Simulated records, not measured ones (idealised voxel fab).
process module | voxel ribs on slabs
cross-section cut | 300 nm wide | cells 5 nm
A cross-section is a grid of square cells, given in bands from the top down. A band is one or more rows of cells.
Each band's line starts with the height of the band's top and of its bottom, in nm. Then come its materials from left to right, each with its width in nm. One material with "throughout" fills the band from edge to edge. "air" is empty space.
Height 0 is the level under which the wafer as received is all one material. The lowest band goes on downwards, as in "0 down".
A width such as "30 to 40" changes by the same amount from each row of cells to the next, from the band's top row to its bottom row.
"no change" after a step means that no cell of the cross-section changed.
closed voids: empty space of 8 cells or more with no open way to the top, each as width x height at its distance from the left edge, in nm
after a step's settings: what the simulator itself notes on the step
overlay nm, on a step with a mask: how far to the right of its planned place the mask lay; to the left if negative
plan
1 op RECEIVE | material Si
2 op DIRECTIONAL_DEP | material SiO2 | thk nm 30
3 op DIRECTIONAL_DEP | material SiN | thk nm 25
4 op MASKED_ETCH | tone cover | mask id RIB | width nm 20 | etch materials SiN | depth nm 20 | overlay nm 0
5 op MASKED_ETCH | tone cover | mask id SLAB | width nm 60 | etch materials SiN | depth nm 5 | overlay nm 0
6 op FILL_DEP | material SiO2 | thk nm 25
7 op CMP | height nm 75
8 op DIRECTIONAL_DEP | material W | thk nm 5
9 op MASKED_ETCH | tone cover | mask id HEATER | width nm 20 | etch materials W | depth nm 5 | overlay nm 0
10 op CONFORMAL_DEP | material SiO2 | thk nm 5
varied across the wafers: width nm of step 9. The plan shows the first wafer's value. All wafers start alike
first wafer as received, after step 1
  0 down: Si throughout
  closed voids: none
first wafer at the end, after step 10
  85 to 80: air 135 | SiO2 30 | air 135
  80 to 75: SiO2 140 | W 20 | SiO2 140
  75 to 55: SiO2 throughout
  55 to 35: SiO2 140 | SiN 20 | SiO2 140
  35 to 30: SiO2 120 | SiN 60 | SiO2 120
  30 to 0: SiO2 throughout
  0 down: Si throughout
  closed voids: none
last wafer at the end
  85 to 80: air 125 | SiO2 55 | air 120
  80 to 75: SiO2 130 | W 45 | SiO2 125
  75 to 55: SiO2 throughout
  55 to 35: SiO2 140 | SiN 20 | SiO2 140
  35 to 30: SiO2 120 | SiN 60 | SiO2 120
  30 to 0: SiO2 throughout
  0 down: Si throughout
  closed voids: none
each wafer at the end: cells of each material gained (+) or lost (-) since it was received, then its closed voids
width nm 20 | +28 SiN | +934 SiO2 | +4 W | closed voids: none
width nm 25 | +28 SiN | +934 SiO2 | +5 W | closed voids: none
width nm 30 | +28 SiN | +934 SiO2 | +6 W | closed voids: none
width nm 35 | +28 SiN | +934 SiO2 | +7 W | closed voids: none
width nm 40 | +28 SiN | +934 SiO2 | +8 W | closed voids: none
width nm 45 | +28 SiN | +934 SiO2 | +9 W | closed voids: none
